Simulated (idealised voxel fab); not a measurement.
Process module in this document: voxel self aligned vias
The figure presents cross-section cut, which has a width of 225 nm and is divided into square cells with an edge length of 5 nm.
Cross-section layout: square cells on a grid; listed as bands, top to bottom; a band spans one or more cell rows.
Heights first: top, then bottom, in nm. Then materials, left to right, each with a width in nm. "throughout" on a single material: fills the band edge to edge. "empty": empty space.
It should be noted that heights are counted from 0, beneath which the wafer as supplied is of one material throughout, and that the lowest band possesses no lower boundary but continues downward, as written in "0..down".
Graded width ("30 to 40"): value in top row of band = first number; value in bottom row = second number; row-to-row change constant.
For the purposes of this document, the phrase "identical to before" attached to a step denotes that no cell within the cross-section was modified by that step.
The entry "Catalogued sealed voids" lists the empty spaces that cover at least 8 cells and have no open path to the top. Each is written as width x height at distance, where the distance is measured from the left edge and all three values are in nm.
What comes after the settings on a step's line is commentary from the simulator itself on that step.
The setting "overlay nm" may be written on the line of a step. When the step uses a mask, the value reports how far to the right of the planned place the mask lay, and a negative value reports that it lay to the left.

### Process steps foreseen in the plan
step 1: RECEIVE with material Si
step 2: CONFORMAL_DEP with material SiO2, thk nm 15
step 3: CONFORMAL_DEP with material SiCN, thk nm 5
step 4: DIRECTIONAL_DEP with material SiO2, thk nm 20
step 5: DIRECTIONAL_DEP with material aC, thk nm 10
step 6: PATTERN with tone open, mask id LINES, material resist, width nm 20, pitch nm 45, thk nm 25, overlay nm -15
step 7: DIRECTIONAL_ETCH with etch materials aC, depth nm 10
step 8: STRIP with etch materials resist
step 9: DIRECTIONAL_ETCH with etch materials SiO2, depth nm 20
step 10: STRIP with etch materials aC
step 11: CONFORMAL_DEP with material TiN, thk nm 5
step 12: FILL_DEP with material Ru, thk nm 10
step 13: CMP with height nm 40
step 14: SELECTIVE_ETCH with etch materials W Ru TiN, depth nm 5
step 15: FILL_DEP with material SiN, thk nm 10
step 16: CMP with height nm 40
step 17: DIRECTIONAL_DEP with material SiO2, thk nm 20
step 18: MASKED_ETCH with tone open, mask id VIAS, width nm 30, etch materials SiO2, depth nm 20, overlay nm 0
step 19: MASKED_ETCH with tone open, mask id VIAS, width nm 30, etch materials SiN, depth nm 5, overlay nm 0
step 20: CONFORMAL_DEP with material TiN, thk nm 5
step 21: FILL_DEP with material Ru, thk nm 5
step 22: CMP with height nm 60
step 23: CONFORMAL_DEP with material SiCN, thk nm 5
Where the wafers of this document differ is in the overlay nm of step 6; they start out the same, and the plan states the value that applied to the first wafer.

### Cross-section of the first of several received wafers, showing its state after step 1
    0..down | Si throughout
    Catalogued sealed voids: none

### Last step of the module is step 23; after it, the first of several wafers in cross-section
    65..60 | SiCN throughout
    60..45 | 75 nm SiO2 | 5 nm TiN | 20 nm Ru | 5 nm TiN | 120 nm SiO2
    45..40 | 75 nm SiO2 | 30 nm TiN | 120 nm SiO2
    40..35 | 65 nm SiO2 | 10 nm SiN | 10 nm TiN | 25 nm SiO2 | 20 nm SiN | 95 nm SiO2
    35..25 | 65 nm SiO2 | 5 nm TiN | 10 nm Ru | 5 nm TiN | 25 nm SiO2 | 5 nm TiN | 10 nm Ru | 5 nm TiN | 95 nm SiO2
    25..20 | 65 nm SiO2 | 20 nm TiN | 25 nm SiO2 | 20 nm TiN | 95 nm SiO2
    20..15 | SiCN throughout
    15..0 | SiO2 throughout
    0..down | Si throughout
    Catalogued sealed voids: none

### So this is the cross-section on the last wafer at the end of the module
    65..60 | SiCN throughout
    60..45 | 75 nm SiO2 | 5 nm TiN | 20 nm Ru | 5 nm TiN | 120 nm SiO2
    45..40 | 75 nm SiO2 | 30 nm TiN | 120 nm SiO2
    40..35 | 95 nm SiO2 | 10 nm TiN | 10 nm SiN | 25 nm SiO2 | 20 nm SiN | 65 nm SiO2
    35..25 | 95 nm SiO2 | 5 nm TiN | 10 nm Ru | 5 nm TiN | 25 nm SiO2 | 5 nm TiN | 10 nm Ru | 5 nm TiN | 65 nm SiO2
    25..20 | 95 nm SiO2 | 20 nm TiN | 25 nm SiO2 | 20 nm TiN | 65 nm SiO2
    20..15 | SiCN throughout
    15..0 | SiO2 throughout
    0..down | Si throughout
    Catalogued sealed voids: none

### Here is how to read the rows: every wafer has a row, and it shows the wafer at the end of the module, giving for each material how many cells were gained (+) or lost (-) since the wafer was received, then listing its closed voids
overlay nm -15, +20 Ru, +90 SiCN, +6 SiN, +439 SiO2, +30 TiN, Catalogued sealed voids: none
overlay nm -10, +21 Ru, +90 SiCN, +5 SiN, +439 SiO2, +30 TiN, Catalogued sealed voids: none
overlay nm -5, +22 Ru, +90 SiCN, +4 SiN, +439 SiO2, +30 TiN, Catalogued sealed voids: none
overlay nm 0, +22 Ru, +90 SiCN, +4 SiN, +439 SiO2, +30 TiN, Catalogued sealed voids: none
overlay nm 5, +22 Ru, +90 SiCN, +4 SiN, +439 SiO2, +30 TiN, Catalogued sealed voids: none
overlay nm 10, +21 Ru, +90 SiCN, +5 SiN, +439 SiO2, +30 TiN, Catalogued sealed voids: none
overlay nm 15, +20 Ru, +90 SiCN, +6 SiN, +439 SiO2, +30 TiN, Catalogued sealed voids: none
